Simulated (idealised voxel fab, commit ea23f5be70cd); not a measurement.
Proc. module: voxel transistor to metal
Each square cell in cross-section cut measures 5 nm, and the section as a whole is 275 nm wide.
Bands, listed from the top down, are how a cross-section gets written in this document; the cross-section itself is a grid of square cells, and a band is one or more rows of them. Read a band's entry like this: the first values are the height of its top and the height of its bottom in nm, and what follows is the sequence of materials from left to right, each with its width in nm. Note that "blank" is empty space, and that a single material marked "throughout" reaches across the band from edge to edge. Heads up on the height convention: 0 is the point under which the incoming wafer is all one material, and the lowest band has no bottom, it just keeps going down, like "0 down". The notation "30 to 40" denotes a width that varies across the rows of cells in the band, beginning at the first number in the top row, finishing at the second number in the bottom row, and changing by an identical amount from each row to the next. The designation "everything unchanged", where it is given for a processing step, indicates that no cell of the cross-section was altered in the course of that step. "Fully sealed voids" means: voids of 8 cells or more that are shut off from the top with no open way through. Written width x height at distance, distance from the left edge, in nm. Post-settings text on a step line: simulator's own remark regarding the step. overlay nm: mask right of planned place by this much (step with mask). Neg. = left.

# The process steps that were planned are listed below
- 1: RECEIVE [material Si]
- 2: OXIDIZE [depth nm 5]
- 3: CONFORMAL_DEP [material SiN] [thk nm 15]
- 4: DIRECTIONAL_DEP [material aC] [thk nm 15]
- 5: PATTERN [tone cover] [mask id ACTIVE] [material resist] [width nm 105] [pitch nm 130] [thk nm 30] [overlay nm 0]
- 6: DIRECTIONAL_ETCH [etch materials aC] [depth nm 15]
- 7: STRIP [etch materials resist]
- 8: DIRECTIONAL_ETCH [etch materials SiN] [depth nm 15]
- 9: DIRECTIONAL_ETCH [etch materials SiO2] [depth nm 5]
- 10: DIRECTIONAL_ETCH [etch materials Si] [depth nm 25]
- 11: STRIP [etch materials aC]
- 12: FILL_DEP [material SiO2] [thk nm 10]
- 13: CMP [height nm 15]
- 14: SELECTIVE_ETCH [etch materials SiO2] [depth nm 5]
- 15: STRIP [etch materials SiN]
- 16: SELECTIVE_ETCH [etch materials SiO2] [depth nm 5]
- 17: OXIDIZE [depth nm 5]
- 18: DIRECTIONAL_DEP [material polySi] [thk nm 30]
- 19: DIRECTIONAL_DEP [material SiCN] [thk nm 15]
- 20: DIRECTIONAL_DEP [material aC] [thk nm 10]
- 21: PATTERN [tone cover] [mask id GATE] [material resist] [width nm 25] [pitch nm 130] [thk nm 30] [overlay nm 0]
- 22: DIRECTIONAL_ETCH [etch materials aC] [depth nm 10]
- 23: STRIP [etch materials resist]
- 24: DIRECTIONAL_ETCH [etch materials SiCN] [depth nm 25]
- 25: DIRECTIONAL_ETCH [etch materials polySi] [depth nm 40]
- 26: STRIP [etch materials aC]
- 27: CONFORMAL_DEP [material SiN] [thk nm 5]
- 28: DIRECTIONAL_ETCH [etch materials SiN] [depth nm 5]
- 29: DIRECTIONAL_ETCH [etch materials SiO2] [depth nm 5]
- 30: DIRECTIONAL_ETCH [etch materials Si] [depth nm 15]
- 31: EPI [material pSi] [thk nm 20]
- 32: FILL_DEP [material SiO2] [thk nm 5]
- 33: CMP [height nm 40]
- 34: DIRECTIONAL_DEP [material SiO2] [thk nm 15]
- 35: PATTERN [tone open] [mask id CONTACT] [material resist] [width nm 30] [pitch nm 65] [thk nm 15] [overlay nm 0]
- 36: DIRECTIONAL_ETCH [etch materials SiO2] [depth nm 60]
- 37: STRIP [etch materials resist]
- 38: CONFORMAL_DEP [material TiN] [thk nm 5]
- 39: FILL_DEP [material W] [thk nm 5]
- 40: CMP [height nm 45]
- 41: DIRECTIONAL_DEP [material TiN] [thk nm 5]
- 42: DIRECTIONAL_DEP [material W] [thk nm 25]
- 43: MASKED_ETCH [tone cover] [mask id METAL_1] [width nm 15] [etch materials W] [depth nm 25] [overlay nm 0]
- 44: MASKED_ETCH [tone cover] [mask id METAL_1] [width nm 15] [etch materials TiN] [depth nm 5] [overlay nm 0]
- 45: CONFORMAL_DEP [material SiCN] [thk nm 5]
- 46: FILL_DEP [material SiO2] [thk nm 5]
- 47: CMP [height nm 85]
- 48: CONFORMAL_DEP [material SiN] [thk nm 5]
The wafers in this document start out alike and differ in the height nm applied at step 40; the plan shows the value used for the first wafer.

# Cross-section of the first of several received wafers, showing its state after step 1
* 0 down | Si throughout
* Fully sealed voids: none

# Wafer rows, end of module: cells per material gained (+) or lost (-) since receipt; closed voids last
height nm 45; -246 Si; +133 SiCN; +99 SiN; +520 SiO2; +108 TiN; +156 W; +160 pSi; +60 polySi; Fully sealed voids: none
height nm 50; -246 Si; +133 SiCN; +99 SiN; +496 SiO2; +116 TiN; +172 W; +160 pSi; +60 polySi; Fully sealed voids: none
height nm 55; -246 Si; +113 SiCN; +99 SiN; +492 SiO2; +124 TiN; +188 W; +160 pSi; +60 polySi; Fully sealed voids: none
height nm 60; -246 Si; +105 SiCN; +99 SiN; +457 SiO2; +163 TiN; +192 W; +160 pSi; +60 polySi; Fully sealed voids: none
height nm 65; -246 Si; +97 SiCN; +99 SiN; +422 SiO2; +163 TiN; +235 W; +160 pSi; +60 polySi; Fully sealed voids: none
